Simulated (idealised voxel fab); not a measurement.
The following is a process module called voxel transistor to metal.
The cross-section shown here is cut; it is 200 nm wide and divided into square cells measuring 5 nm on a side.
Cross-section spec: square-cell grid; bands listed top down; each band is one or more rows.
This entry defines a band. It first specifies the height of the band's top and the height of its bottom in nm, and then specifies the band's materials from left to right, stating each material with its width in nm. The word "everywhere" identifies a single material that fills the band from edge to edge, while the word "blank" identifies empty space.
We count height from 0. Below that, the starting wafer is all one material. The lowest band never ends at the bottom but goes on down; see "from 0 down" for how that is written.
Quick explanation for "30 to 40": the width changes in equal steps down the rows of cells, from the first number in the band's top row to the second number in its bottom row.
"nothing was modified" -> step changed no cross-section cell.
You'll see "Unvented internal voids" listing empty spaces that have no way open to the top, as long as they're 8 cells or more; the notation is width x height at distance, where the distance is from the left edge, and all of it is in nm.
Formally, on a step line, whatever follows the settings is a remark that the simulator itself makes on the step.
If you see "overlay nm" on a step's line and that step has a mask, it's telling you how far right of where it was planned the mask ended up; a negative number means it went left instead.
Reading key. Pairs: pre-step and post-step cross-section, one process step apart; post-step view only to lowest changed band. Step between + settings: beneath pair. Runs: pairs may be from different runs of this module, same starting wafer. Continuation from pair above: only where "Ex-ante state" entry says.
## Ex-ante state
    from 35 to 20  SiO2 everywhere
    from 20 to 0  75 of SiO2, then 5 of SiN, then 5 of TiN, then 25 of W, then 5 of TiN, then 5 of SiN, then 80 of SiO2
    from 0 to -5  35 of SiO2, then 40 of nSi, then 45 of TiN, then 40 of nSi, then 40 of SiO2
    from -5 to -35  40 of SiO2, then 115 of Si, then 45 of SiO2
    from -35 down  Si everywhere
    Unvented internal voids: none
## Post-Process View
    from 45 to 35  aC everywhere
    Beneath the level 35, the cross-section is identical to its previous state.
    Unvented internal voids: none
Between before and after, shown above: DIRECTIONAL_DEP [material aC] [thk nm 10]
Ex-ante state: unchanged from the after cross-section in the pair immediately above; refer to that figure.
## Post-Process View
    from 70 to 45  45 of resist, then 15 of blank, then 75 of resist, then 15 of blank, then 50 of resist
    Beneath the level 45, the cross-section is identical to its previous state.
    Unvented internal voids: none
Between before and after, shown above: PATTERN [tone open] [mask id CONTACT] [material resist] [width nm 15] [pitch nm 90] [thk nm 25] [overlay nm 0]
Ex-ante state: unchanged from the after cross-section in the pair immediately above; refer to that figure.
## Post-Process View
    from 60 to 45  45 of resist, then 15 of blank, then 75 of resist, then 15 of blank, then 50 of resist
    from 45 to 35  45 of aC, then 15 of blank, then 75 of aC, then 15 of blank, then 50 of aC
    Beneath the level 35, the cross-section is identical to its previous state.
    Unvented internal voids: none
Between before and after, shown above: DIRECTIONAL_ETCH [etch materials aC] [depth nm 10]
Ex-ante state: unchanged from the after cross-section in the pair immediately above; refer to that figure.
## Post-Process View
    from 45 to 35  45 of aC, then 15 of blank, then 75 of aC, then 15 of blank, then 50 of aC
    Beneath the level 35, the cross-section is identical to its previous state.
    Unvented internal voids: none
Between before and after, shown above: STRIP [etch materials resist]
Ex-ante state: unchanged from the after cross-section in the pair immediately above; refer to that figure.
## Post-Process View
    from 45 to 35  45 of aC, then 15 of blank, then 75 of aC, then 15 of blank, then 50 of aC
    from 35 to 20  45 of SiO2, then 15 of blank, then 75 of SiO2, then 15 of blank, then 50 of SiO2
    from 20 to 0  45 of SiO2, then 15 of blank, then 15 of SiO2, then 5 of SiN, then 5 of TiN, then 25 of W, then 5 of TiN, then 5 of SiN, then 15 of SiO2, then 15 of blank, then 50 of SiO2
    Beneath the level 0, the cross-section is identical to its previous state.
    Unvented internal voids: none
Between before and after, shown above: DIRECTIONAL_ETCH [etch materials SiO2] [depth nm 35]
Ex-ante state: unchanged from the after cross-section in the pair immediately above; refer to that figure.
## Post-Process View
    from 35 to 20  45 of SiO2, then 15 of blank, then 75 of SiO2, then 15 of blank, then 50 of SiO2
    Beneath the level 20, the cross-section is identical to its previous state.
    Unvented internal voids: none
Between before and after, shown above: STRIP [etch materials aC]
Ex-ante state: unchanged from the after cross-section in the pair immediately above; refer to that figure.
## Post-Process View
    from 40 to 35  50 of TiN, then 5 of blank, then 85 of TiN, then 5 of blank, then 55 of TiN
    from 35 to 20  45 of SiO2, then 5 of TiN, then 5 of blank, then 5 of TiN, then 75 of SiO2, then 5 of TiN, then 5 of blank, then 5 of TiN, then 50 of SiO2
    from 20 to 5  45 of SiO2, then 5 of TiN, then 5 of blank, then 5 of TiN, then 15 of SiO2, then 5 of SiN, then 5 of TiN, then 25 of W, then 5 of TiN, then 5 of SiN, then 15 of SiO2, then 5 of TiN, then 5 of blank, then 5 of TiN, then 50 of SiO2
    from 5 to 0  45 of SiO2, then 15 of TiN, then 15 of SiO2, then 5 of SiN, then 5 of TiN, then 25 of W, then 5 of TiN, then 5 of SiN, then 15 of SiO2, then 15 of TiN, then 50 of SiO2
    Beneath the level 0, the cross-section is identical to its previous state.
    Unvented internal voids: none
Between before and after, shown above: CONFORMAL_DEP [material TiN] [thk nm 5]
Ex-ante state: unchanged from the after cross-section in the pair immediately above; refer to that figure.
## Post-Process View
    from 45 to 40  W everywhere
    from 40 to 35  50 of TiN, then 5 of W, then 85 of TiN, then 5 of W, then 55 of TiN
    from 35 to 20  45 of SiO2, then 5 of TiN, then 5 of W, then 5 of TiN, then 75 of SiO2, then 5 of TiN, then 5 of W, then 5 of TiN, then 50 of SiO2
    from 20 to 5  45 of SiO2, then 5 of TiN, then 5 of W, then 5 of TiN, then 15 of SiO2, then 5 of SiN, then 5 of TiN, then 25 of W, then 5 of TiN, then 5 of SiN, then 15 of SiO2, then 5 of TiN, then 5 of W, then 5 of TiN, then 50 of SiO2
    Beneath the level 5, the cross-section is identical to its previous state.
    Unvented internal voids: none
Between before and after, shown above: FILL_DEP [material W] [thk nm 5]
Ex-ante state: unchanged from the after cross-section in the pair immediately above; refer to that figure.
## Post-Process View
    from 35 to 20  45 of SiO2, then 5 of TiN, then 5 of W, then 5 of TiN, then 75 of SiO2, then 5 of TiN, then 5 of W, then 5 of TiN, then 50 of SiO2
    Beneath the level 20, the cross-section is identical to its previous state.
    Unvented internal voids: none
Between before and after, shown above: CMP [height nm 35]
Ex-ante state: unchanged from the after cross-section in the pair immediately above; refer to that figure.
## Post-Process View
    from 40 to 35  SiCN everywhere
    Beneath the level 35, the cross-section is identical to its previous state.
    Unvented internal voids: none
Between before and after, shown above: CONFORMAL_DEP [material SiCN] [thk nm 5]
Ex-ante state: unchanged from the after cross-section in the pair immediately above; refer to that figure.
## Post-Process View
    from 65 to 40  SiO2 everywhere
    Beneath the level 40, the cross-section is identical to its previous state.
    Unvented internal voids: none
Between before and after, shown above: DIRECTIONAL_DEP [material SiO2] [thk nm 25]
Ex-ante state: unchanged from the after cross-section in the pair immediately above; refer to that figure.
## Post-Process View
    from 80 to 65  aC everywhere
    Beneath the level 65, the cross-section is identical to its previous state.
    Unvented internal voids: none
Between before and after, shown above: DIRECTIONAL_DEP [material aC] [thk nm 15]
Ex-ante state: unchanged from the after cross-section in the pair immediately above; refer to that figure.
## Post-Process View
    from 110 to 80  45 of resist, then 15 of blank, then 75 of resist, then 15 of blank, then 50 of resist
    Beneath the level 80, the cross-section is identical to its previous state.
    Unvented internal voids: none
Between before and after, shown above: PATTERN [tone open] [mask id METAL_1] [material resist] [width nm 15] [pitch nm 90] [thk nm 30] [overlay nm 0]
Ex-ante state: unchanged from the after cross-section in the pair immediately above; refer to that figure.
## Post-Process View
    from 95 to 80  45 of resist, then 15 of blank, then 75 of resist, then 15 of blank, then 50 of resist
    from 80 to 65  45 of aC, then 15 of blank, then 75 of aC, then 15 of blank, then 50 of aC
    Beneath the level 65, the cross-section is identical to its previous state.
    Unvented internal voids: none
Between before and after, shown above: DIRECTIONAL_ETCH [etch materials aC] [depth nm 15]
Ex-ante state: unchanged from the after cross-section in the pair immediately above; refer to that figure.
## Post-Process View
    from 80 to 65  45 of aC, then 15 of blank, then 75 of aC, then 15 of blank, then 50 of aC
    Beneath the level 65, the cross-section is identical to its previous state.
    Unvented internal voids: none
Between before and after, shown above: STRIP [etch materials resist]
Ex-ante state: unchanged from the after cross-section in the pair immediately above; refer to that figure.
## Post-Process View
    from 80 to 65  45 of aC, then 15 of blank, then 75 of aC, then 15 of blank, then 50 of aC
    from 65 to 40  45 of SiO2, then 15 of blank, then 75 of SiO2, then 15 of blank, then 50 of SiO2
    Beneath the level 40, the cross-section is identical to its previous state.
    Unvented internal voids: none
Between before and after, shown above: DIRECTIONAL_ETCH [etch materials SiO2] [depth nm 25]
Ex-ante state: unchanged from the after cross-section in the pair immediately above; refer to that figure.
## Post-Process View
    from 80 to 65  45 of aC, then 15 of blank, then 75 of aC, then 15 of blank, then 50 of aC
    from 65 to 40  45 of SiO2, then 15 of blank, then 75 of SiO2, then 15 of blank, then 50 of SiO2
    from 40 to 35  45 of SiCN, then 15 of blank, then 75 of SiCN, then 15 of blank, then 50 of SiCN
    Beneath the level 35, the cross-section is identical to its previous state.
    Unvented internal voids: none
Between before and after, shown above: DIRECTIONAL_ETCH [etch materials SiCN] [depth nm 5]
Ex-ante state: unchanged from the after cross-section in the pair immediately above; refer to that figure.
## Post-Process View
    from 65 to 40  45 of SiO2, then 15 of blank, then 75 of SiO2, then 15 of blank, then 50 of SiO2
    Beneath the level 40, the cross-section is identical to its previous state.
    Unvented internal voids: none
Between before and after, shown above: STRIP [etch materials aC]
Ex-ante state: unchanged from the after cross-section in the pair immediately above; refer to that figure.
## Post-Process View
    from 70 to 65  50 of TiN, then 5 of blank, then 85 of TiN, then 5 of blank, then 55 of TiN
    from 65 to 40  45 of SiO2, then 5 of TiN, then 5 of blank, then 5 of TiN, then 75 of SiO2, then 5 of TiN, then 5 of blank, then 5 of TiN, then 50 of SiO2
    from 40 to 35  45 of SiCN, then 15 of TiN, then 75 of SiCN, then 15 of TiN, then 50 of SiCN
    Beneath the level 35, the cross-section is identical to its previous state.
    Unvented internal voids: none
Between before and after, shown above: CONFORMAL_DEP [material TiN] [thk nm 5]
Ex-ante state: unchanged from the after cross-section in the pair immediately above; refer to that figure.
## Post-Process View
    from 75 to 70  Cu everywhere
    from 70 to 65  50 of TiN, then 5 of Cu, then 85 of TiN, then 5 of Cu, then 55 of TiN
    from 65 to 40  45 of SiO2, then 5 of TiN, then 5 of Cu, then 5 of TiN, then 75 of SiO2, then 5 of TiN, then 5 of Cu, then 5 of TiN, then 50 of SiO2
    Beneath the level 40, the cross-section is identical to its previous state.
    Unvented internal voids: none
Between before and after, shown above: FILL_DEP [material Cu] [thk nm 5]
Ex-ante state: unchanged from the after cross-section in the pair immediately above; refer to that figure.
## Post-Process View
    from 65 to 40  45 of SiO2, then 5 of TiN, then 5 of Cu, then 5 of TiN, then 75 of SiO2, then 5 of TiN, then 5 of Cu, then 5 of TiN, then 50 of SiO2
    Beneath the level 40, the cross-section is identical to its previous state.
    Unvented internal voids: none
Between before and after, shown above: CMP [height nm 65]
Ex-ante state: unchanged from the after cross-section in the pair immediately above; refer to that figure.
## Post-Process View
    from 70 to 65  SiCN everywhere
    Beneath the level 65, the cross-section is identical to its previous state.
    Unvented internal voids: none
Between before and after, shown above: CONFORMAL_DEP [material SiCN] [thk nm 5]
Ex-ante state: unchanged from the after cross-section in the pair immediately above; refer to that figure.
## Post-Process View
    from 100 to 70  SiO2 everywhere
    Beneath the level 70, the cross-section is identical to its previous state.
    Unvented internal voids: none
Between before and after, shown above: DIRECTIONAL_DEP [material SiO2] [thk nm 30]
Ex-ante state: unchanged from the after cross-section in the pair immediately above; refer to that figure.
## Post-Process View
    from 120 to 100  45 of resist, then 15 of blank, then 75 of resist, then 15 of blank, then 50 of resist
    Beneath the level 100, the cross-section is identical to its previous state.
    Unvented internal voids: none
Between before and after, shown above: PATTERN [tone open] [mask id METAL_2] [material resist] [width nm 15] [pitch nm 90] [thk nm 20] [overlay nm 0]
Ex-ante state: unchanged from the after cross-section in the pair immediately above; refer to that figure.
## Post-Process View
    from 120 to 100  45 of resist, then 15 of blank, then 75 of resist, then 15 of blank, then 50 of resist
    from 100 to 80  45 of SiO2, then 15 of blank, then 75 of SiO2, then 15 of blank, then 50 of SiO2
    Beneath the level 80, the cross-section is identical to its previous state.
    Unvented internal voids: none
Between before and after, shown above: DIRECTIONAL_ETCH [etch materials SiO2] [depth nm 20]
Ex-ante state: unchanged from the after cross-section in the pair immediately above; refer to that figure.
## Post-Process View
    from 100 to 80  45 of SiO2, then 15 of blank, then 75 of SiO2, then 15 of blank, then 50 of SiO2
    Beneath the level 80, the cross-section is identical to its previous state.
    Unvented internal voids: none
Between before and after, shown above: STRIP [etch materials resist]
Ex-ante state: unchanged from the after cross-section in the pair immediately above; refer to that figure.
## Post-Process View
    from 100 to 70  45 of SiO2, then 15 of blank, then 75 of SiO2, then 15 of blank, then 50 of SiO2
    Beneath the level 70, the cross-section is identical to its previous state.
    Unvented internal voids: none
Between before and after, shown above: MASKED_ETCH [tone open] [mask id METAL_2_HOLES] [width nm 15] [pitch nm 90] [etch materials SiO2] [depth nm 10] [overlay nm 0]
Ex-ante state: unchanged from the after cross-section in the pair immediately above; refer to that figure.
## Post-Process View
    from 100 to 70  45 of SiO2, then 15 of blank, then 75 of SiO2, then 15 of blank, then 50 of SiO2
    from 70 to 65  45 of SiCN, then 15 of blank, then 75 of SiCN, then 15 of blank, then 50 of SiCN
    Beneath the level 65, the cross-section is identical to its previous state.
    Unvented internal voids: none
Between before and after, shown above: MASKED_ETCH [tone open] [mask id METAL_2_HOLES] [width nm 15] [pitch nm 90] [etch materials SiCN] [depth nm 5] [overlay nm 0]
Ex-ante state: unchanged from the after cross-section in the pair immediately above; refer to that figure.
## Post-Process View
    from 105 to 100  50 of TiN, then 5 of blank, then 85 of TiN, then 5 of blank, then 55 of TiN
    from 100 to 70  45 of SiO2, then 5 of TiN, then 5 of blank, then 5 of TiN, then 75 of SiO2, then 5 of TiN, then 5 of blank, then 5 of TiN, then 50 of SiO2
    from 70 to 65  45 of SiCN, then 15 of TiN, then 75 of SiCN, then 15 of TiN, then 50 of SiCN
    Beneath the level 65, the cross-section is identical to its previous state.
    Unvented internal voids: none
Between before and after, shown above: CONFORMAL_DEP [material TiN] [thk nm 5]
Ex-ante state: unchanged from the after cross-section in the pair immediately above; refer to that figure.
## Post-Process View
    from 115 to 105  Ru everywhere
    from 105 to 100  50 of TiN, then 5 of Ru, then 85 of TiN, then 5 of Ru, then 55 of TiN
    from 100 to 70  45 of SiO2, then 5 of TiN, then 5 of Ru, then 5 of TiN, then 75 of SiO2, then 5 of TiN, then 5 of Ru, then 5 of TiN, then 50 of SiO2
    Beneath the level 70, the cross-section is identical to its previous state.
    Unvented internal voids: none
Between before and after, shown above: FILL_DEP [material Ru] [thk nm 10]
Ex-ante state: unchanged from the after cross-section in the pair immediately above; refer to that figure.
## Post-Process View
    from 100 to 70  45 of SiO2, then 5 of TiN, then 5 of Ru, then 5 of TiN, then 75 of SiO2, then 5 of TiN, then 5 of Ru, then 5 of TiN, then 50 of SiO2
    Beneath the level 70, the cross-section is identical to its previous state.
    Unvented internal voids: none
Between before and after, shown above: CMP [height nm 100]
Ex-ante state: unchanged from the after cross-section in the pair immediately above; refer to that figure.
## Post-Process View
    from 105 to 100  SiCN everywhere
    Beneath the level 100, the cross-section is identical to its previous state.
    Unvented internal voids: none
Between before and after, shown above: CONFORMAL_DEP [material SiCN] [thk nm 5]
## Ex-ante state
    from 15 to 5  40 of blank, then 115 of SiN, then 45 of blank
    from 5 to 0  40 of blank, then 115 of SiO2, then 45 of blank
    from 0 to -35  40 of blank, then 115 of Si, then 45 of blank
    from -35 down  Si everywhere
    Unvented internal voids: none
## Post-Process View
    from 15 to 5  40 of blank, then 115 of SiN, then 45 of blank
    from 5 to 0  40 of blank, then 115 of SiO2, then 45 of blank
    from 0 to -70  40 of blank, then 115 of Si, then 45 of blank
    Beneath the level -70, the cross-section is identical to its previous state.
    Unvented internal voids: none
Between before and after, shown above: MASKED_ETCH [tone cover] [mask id ACTIVE] [width nm 115] [etch materials Si] [depth nm 35] [overlay nm 0]
Ex-ante state: unchanged from the after cross-section in the pair immediately above; refer to that figure.
## Post-Process View
    from 25 to 15  SiO2 everywhere
    from 15 to 5  40 of SiO2, then 115 of SiN, then 45 of SiO2
    from 5 to 0  SiO2 everywhere
    from 0 to -70  40 of SiO2, then 115 of Si, then 45 of SiO2
    Beneath the level -70, the cross-section is identical to its previous state.
    Unvented internal voids: none
Between before and after, shown above: FILL_DEP [material SiO2] [thk nm 10]
Ex-ante state: unchanged from the after cross-section in the pair immediately above; refer to that figure.
## Post-Process View
    from 15 to 5  40 of SiO2, then 115 of SiN, then 45 of SiO2
    Beneath the level 5, the cross-section is identical to its previous state.
    Unvented internal voids: none
Between before and after, shown above: CMP [height nm 15]
Ex-ante state: unchanged from the after cross-section in the pair immediately above; refer to that figure.
## Post-Process View
    from 15 to 5  40 of blank, then 115 of SiN, then 45 of blank
    Beneath the level 5, the cross-section is identical to its previous state.
    Unvented internal voids: none
Between before and after, shown above: SELECTIVE_ETCH [etch materials SiO2] [depth nm 10]
Ex-ante state: unchanged from the after cross-section in the pair immediately above; refer to that figure.
## Post-Process View
    from 5 to 0  SiO2 everywhere
    Beneath the level 0, the cross-section is identical to its previous state.
    Unvented internal voids: none
Between before and after, shown above: STRIP [etch materials SiN]
Ex-ante state: unchanged from the after cross-section in the pair immediately above; refer to that figure.
## Post-Process View
    from 0 to -70  40 of SiO2, then 115 of Si, then 45 of SiO2
    Beneath the level -70, the cross-section is identical to its previous state.
    Unvented internal voids: none
Between before and after, shown above: SELECTIVE_ETCH [etch materials SiO2] [depth nm 5]
Ex-ante state: unchanged from the after cross-section in the pair immediately above; refer to that figure.
## Post-Process View
    from 0 to -5  SiO2 everywhere
    Beneath the level -5, the cross-section is identical to its previous state.
    Unvented internal voids: none
Between before and after, shown above: OXIDIZE [depth nm 5]
Ex-ante state: unchanged from the after cross-section in the pair immediately above; refer to that figure.
## Post-Process View
    from 25 to 0  polySi everywhere
    Beneath the level 0, the cross-section is identical to its previous state.
    Unvented internal voids: none
Between before and after, shown above: DIRECTIONAL_DEP [material polySi] [thk nm 25]
Ex-ante state: unchanged from the after cross-section in the pair immediately above; refer to that figure.
## Post-Process View
    from 40 to 25  SiCN everywhere
    Beneath the level 25, the cross-section is identical to its previous state.
    Unvented internal voids: none
Between before and after, shown above: DIRECTIONAL_DEP [material SiCN] [thk nm 15]
Ex-ante state: unchanged from the after cross-section in the pair immediately above; refer to that figure.
## Post-Process View
    from 60 to 40  80 of blank, then 35 of resist, then 85 of blank
    Beneath the level 40, the cross-section is identical to its previous state.
    Unvented internal voids: none
Between before and after, shown above: PATTERN [tone cover] [mask id GATE] [material resist] [width nm 35] [thk nm 20] [overlay nm 0]
Ex-ante state: unchanged from the after cross-section in the pair immediately above; refer to that figure.
## Post-Process View
    from 60 to 40  80 of blank, then 35 of resist, then 85 of blank
    from 40 to 25  80 of blank, then 35 of SiCN, then 85 of blank
    Beneath the level 25, the cross-section is identical to its previous state.
    Unvented internal voids: none
Between before and after, shown above: DIRECTIONAL_ETCH [etch materials SiCN] [depth nm 25]
Ex-ante state: unchanged from the after cross-section in the pair immediately above; refer to that figure.
## Post-Process View
    from 60 to 40  80 of blank, then 35 of resist, then 85 of blank
    from 40 to 25  80 of blank, then 35 of SiCN, then 85 of blank
    from 25 to 0  80 of blank, then 35 of polySi, then 85 of blank
    Beneath the level 0, the cross-section is identical to its previous state.
    Unvented internal voids: none
Between before and after, shown above: DIRECTIONAL_ETCH [etch materials polySi] [depth nm 35]
Ex-ante state: unchanged from the after cross-section in the pair immediately above; refer to that figure.
## Post-Process View
    from 40 to 25  80 of blank, then 35 of SiCN, then 85 of blank
    Beneath the level 25, the cross-section is identical to its previous state.
    Unvented internal voids: none
Between before and after, shown above: STRIP [etch materials resist]
Ex-ante state: unchanged from the after cross-section in the pair immediately above; refer to that figure.
## Post-Process View
    from 45 to 40  75 of blank, then 45 of SiN, then 80 of blank
    from 40 to 25  75 of blank, then 5 of SiN, then 35 of SiCN, then 5 of SiN, then 80 of blank
    from 25 to 5  75 of blank, then 5 of SiN, then 35 of polySi, then 5 of SiN, then 80 of blank
    from 5 to 0  80 of SiN, then 35 of polySi, then 85 of SiN
    Beneath the level 0, the cross-section is identical to its previous state.
    Unvented internal voids: none
Between before and after, shown above: CONFORMAL_DEP [material SiN] [thk nm 5]
Ex-ante state: unchanged from the after cross-section in the pair immediately above; refer to that figure.
## Post-Process View
    from 40 to 25  75 of blank, then 5 of SiN, then 35 of SiCN, then 5 of SiN, then 80 of blank
    from 25 to 0  75 of blank, then 5 of SiN, then 35 of polySi, then 5 of SiN, then 80 of blank
    Beneath the level 0, the cross-section is identical to its previous state.
    Unvented internal voids: none
Between before and after, shown above: DIRECTIONAL_ETCH [etch materials SiN] [depth nm 5]
Ex-ante state: unchanged from the after cross-section in the pair immediately above; refer to that figure.
## Post-Process View
    from 40 to 25  75 of blank, then 5 of SiN, then 35 of SiCN, then 5 of SiN, then 80 of blank
    from 25 to 0  75 of blank, then 5 of SiN, then 35 of polySi, then 5 of SiN, then 80 of blank
    from 0 to -5  75 of blank, then 45 of SiO2, then 80 of blank
    Beneath the level -5, the cross-section is identical to its previous state.
    Unvented internal voids: none
Between before and after, shown above: DIRECTIONAL_ETCH [etch materials SiO2] [depth nm 5]
Ex-ante state: unchanged from the after cross-section in the pair immediately above; refer to that figure.
## Post-Process View
    from 40 to 25  75 of blank, then 5 of SiN, then 35 of SiCN, then 5 of SiN, then 80 of blank
    from 25 to 0  75 of blank, then 5 of SiN, then 35 of polySi, then 5 of SiN, then 80 of blank
    from 0 to -5  35 of blank, then 40 of nSi, then 45 of SiO2, then 40 of nSi, then 40 of blank
    Beneath the level -5, the cross-section is identical to its previous state.
    Unvented internal voids: none
Between before and after, shown above: EPI [material nSi] [thk nm 5]
Ex-ante state: unchanged from the after cross-section in the pair immediately above; refer to that figure.
## Post-Process View
    from 45 to 40  SiO2 everywhere
    from 40 to 25  75 of SiO2, then 5 of SiN, then 35 of SiCN, then 5 of SiN, then 80 of SiO2
    from 25 to 0  75 of SiO2, then 5 of SiN, then 35 of polySi, then 5 of SiN, then 80 of SiO2
    from 0 to -5  35 of SiO2, then 40 of nSi, then 45 of SiO2, then 40 of nSi, then 40 of SiO2
    Beneath the level -5, the cross-section is identical to its previous state.
    Unvented internal voids: none
Between before and after, shown above: FILL_DEP [material SiO2] [thk nm 5]
Ex-ante state: unchanged from the after cross-section in the pair immediately above; refer to that figure.
## Post-Process View
    from 25 to 0  75 of SiO2, then 5 of SiN, then 35 of polySi, then 5 of SiN, then 80 of SiO2
    Beneath the level 0, the cross-section is identical to its previous state.
    Unvented internal voids: none
Between before and after, shown above: CMP [height nm 25]
Ex-ante state: unchanged from the after cross-section in the pair immediately above; refer to that figure.
## Post-Process View
    from 25 to 0  75 of SiO2, then 5 of SiN, then 35 of blank, then 5 of SiN, then 80 of SiO2
    Beneath the level 0, the cross-section is identical to its previous state.
    Unvented internal voids: none
Between before and after, shown above: STRIP [etch materials polySi]
Ex-ante state: unchanged from the after cross-section in the pair immediately above; refer to that figure.
## Post-Process View
    from 25 to 20  75 of blank, then 5 of SiN, then 35 of blank, then 5 of SiN, then 80 of blank
    from 20 to 0  75 of SiO2, then 5 of SiN, then 35 of blank, then 5 of SiN, then 80 of SiO2
    from 0 to -5  35 of SiO2, then 40 of nSi, then 45 of blank, then 40 of nSi, then 40 of SiO2
    Beneath the level -5, the cross-section is identical to its previous state.
    Unvented internal voids: none
Between before and after, shown above: SELECTIVE_ETCH [etch materials SiO2] [depth nm 5]
Ex-ante state: unchanged from the after cross-section in the pair immediately above; refer to that figure.
## Post-Process View
    from 30 to 25  70 of blank, then 15 of HfO2, then 25 of blank, then 15 of HfO2, then 75 of blank
    from 25 to 20  75 of HfO2, then 5 of SiN, then 5 of HfO2, then 25 of blank, then 5 of HfO2, then 5 of SiN, then 80 of HfO2
    from 20 to 0  75 of SiO2, then 5 of SiN, then 5 of HfO2, then 25 of blank, then 5 of HfO2, then 5 of SiN, then 80 of SiO2
    from 0 to -5  35 of SiO2, then 40 of nSi, then 45 of HfO2, then 40 of nSi, then 40 of SiO2
    Beneath the level -5, the cross-section is identical to its previous state.
    Unvented internal voids: none
Between before and after, shown above: CONFORMAL_DEP [material HfO2] [thk nm 5]
Ex-ante state: unchanged from the after cross-section in the pair immediately above; refer to that figure.
## Post-Process View
    from 35 to 30  65 of blank, then 25 of TiN, then 15 of blank, then 25 of TiN, then 70 of blank
    from 30 to 25  70 of TiN, then 15 of HfO2, then 5 of TiN, then 15 of blank, then 5 of TiN, then 15 of HfO2, then 75 of TiN
    from 25 to 20  75 of HfO2, then 5 of SiN, then 5 of HfO2, then 5 of TiN, then 15 of blank, then 5 of TiN, then 5 of HfO2, then 5 of SiN, then 80 of HfO2
    from 20 to 5  75 of SiO2, then 5 of SiN, then 5 of HfO2, then 5 of TiN, then 15 of blank, then 5 of TiN, then 5 of HfO2, then 5 of SiN, then 80 of SiO2
    from 5 to 0  75 of SiO2, then 5 of SiN, then 5 of HfO2, then 25 of TiN, then 5 of HfO2, then 5 of SiN, then 80 of SiO2
    Beneath the level 0, the cross-section is identical to its previous state.
    Unvented internal voids: none
Between before and after, shown above: CONFORMAL_DEP [material TiN] [thk nm 5]
Ex-ante state: unchanged from the after cross-section in the pair immediately above; refer to that figure.
## Post-Process View
    from 40 to 35  W everywhere
    from 35 to 30  65 of W, then 25 of TiN, then 15 of W, then 25 of TiN, then 70 of W
    from 30 to 25  70 of TiN, then 15 of HfO2, then 5 of TiN, then 15 of W, then 5 of TiN, then 15 of HfO2, then 75 of TiN
    from 25 to 20  75 of HfO2, then 5 of SiN, then 5 of HfO2, then 5 of TiN, then 15 of W, then 5 of TiN, then 5 of HfO2, then 5 of SiN, then 80 of HfO2
    from 20 to 5  75 of SiO2, then 5 of SiN, then 5 of HfO2, then 5 of TiN, then 15 of W, then 5 of TiN, then 5 of HfO2, then 5 of SiN, then 80 of SiO2
    Beneath the level 5, the cross-section is identical to its previous state.
    Unvented internal voids: none
Between before and after, shown above: FILL_DEP [material W] [thk nm 5]
Ex-ante state: unchanged from the after cross-section in the pair immediately above; refer to that figure.
## Post-Process View
    from 20 to 5  75 of SiO2, then 5 of SiN, then 5 of HfO2, then 5 of TiN, then 15 of W, then 5 of TiN, then 5 of HfO2, then 5 of SiN, then 80 of SiO2
    Beneath the level 5, the cross-section is identical to its previous state.
    Unvented internal voids: none
Between before and after, shown above: CMP [height nm 20]
Ex-ante state: unchanged from the after cross-section in the pair immediately above; refer to that figure.
## Post-Process View
    from 35 to 20  SiO2 everywhere
    Beneath the level 20, the cross-section is identical to its previous state.
    Unvented internal voids: none
Between before and after, shown above: DIRECTIONAL_DEP [material SiO2] [thk nm 15]
Ex-ante state: unchanged from the after cross-section in the pair immediately above; refer to that figure.
## Post-Process View
    from 45 to 35  aC everywhere
    Beneath the level 35, the cross-section is identical to its previous state.
    Unvented internal voids: none
Between before and after, shown above: DIRECTIONAL_DEP [material aC] [thk nm 10]
Ex-ante state: unchanged from the after cross-section in the pair immediately above; refer to that figure.
## Post-Process View
    from 70 to 45  45 of resist, then 15 of blank, then 75 of resist, then 15 of blank, then 50 of resist
    Beneath the level 45, the cross-section is identical to its previous state.
    Unvented internal voids: none
Between before and after, shown above: PATTERN [tone open] [mask id CONTACT] [material resist] [width nm 15] [pitch nm 90] [thk nm 25] [overlay nm 0]
Ex-ante state: unchanged from the after cross-section in the pair immediately above; refer to that figure.
## Post-Process View
    from 60 to 45  45 of resist, then 15 of blank, then 75 of resist, then 15 of blank, then 50 of resist
    from 45 to 35  45 of aC, then 15 of blank, then 75 of aC, then 15 of blank, then 50 of aC
    Beneath the level 35, the cross-section is identical to its previous state.
    Unvented internal voids: none
Between before and after, shown above: DIRECTIONAL_ETCH [etch materials aC] [depth nm 10]
Ex-ante state: unchanged from the after cross-section in the pair immediately above; refer to that figure.
## Post-Process View
    from 45 to 35  45 of aC, then 15 of blank, then 75 of aC, then 15 of blank, then 50 of aC
    Beneath the level 35, the cross-section is identical to its previous state.
    Unvented internal voids: none
Between before and after, shown above: STRIP [etch materials resist]
Ex-ante state: unchanged from the after cross-section in the pair immediately above; refer to that figure.
## Post-Process View
    from 45 to 35  45 of aC, then 15 of blank, then 75 of aC, then 15 of blank, then 50 of aC
    from 35 to 20  45 of SiO2, then 15 of blank, then 75 of SiO2, then 15 of blank, then 50 of SiO2
    from 20 to 5  45 of SiO2, then 15 of blank, then 15 of SiO2, then 5 of SiN, then 5 of HfO2, then 5 of TiN, then 15 of W, then 5 of TiN, then 5 of HfO2, then 5 of SiN, then 15 of SiO2, then 15 of blank, then 50 of SiO2
    from 5 to 0  45 of SiO2, then 15 of blank, then 15 of SiO2, then 5 of SiN, then 5 of HfO2, then 25 of TiN, then 5 of HfO2, then 5 of SiN, then 15 of SiO2, then 15 of blank, then 50 of SiO2
    Beneath the level 0, the cross-section is identical to its previous state.
    Unvented internal voids: none
Between before and after, shown above: DIRECTIONAL_ETCH [etch materials SiO2] [depth nm 35]
Ex-ante state: unchanged from the after cross-section in the pair immediately above; refer to that figure.
## Post-Process View
    from 35 to 20  45 of SiO2, then 15 of blank, then 75 of SiO2, then 15 of blank, then 50 of SiO2
    Beneath the level 20, the cross-section is identical to its previous state.
    Unvented internal voids: none
Between before and after, shown above: STRIP [etch materials aC]
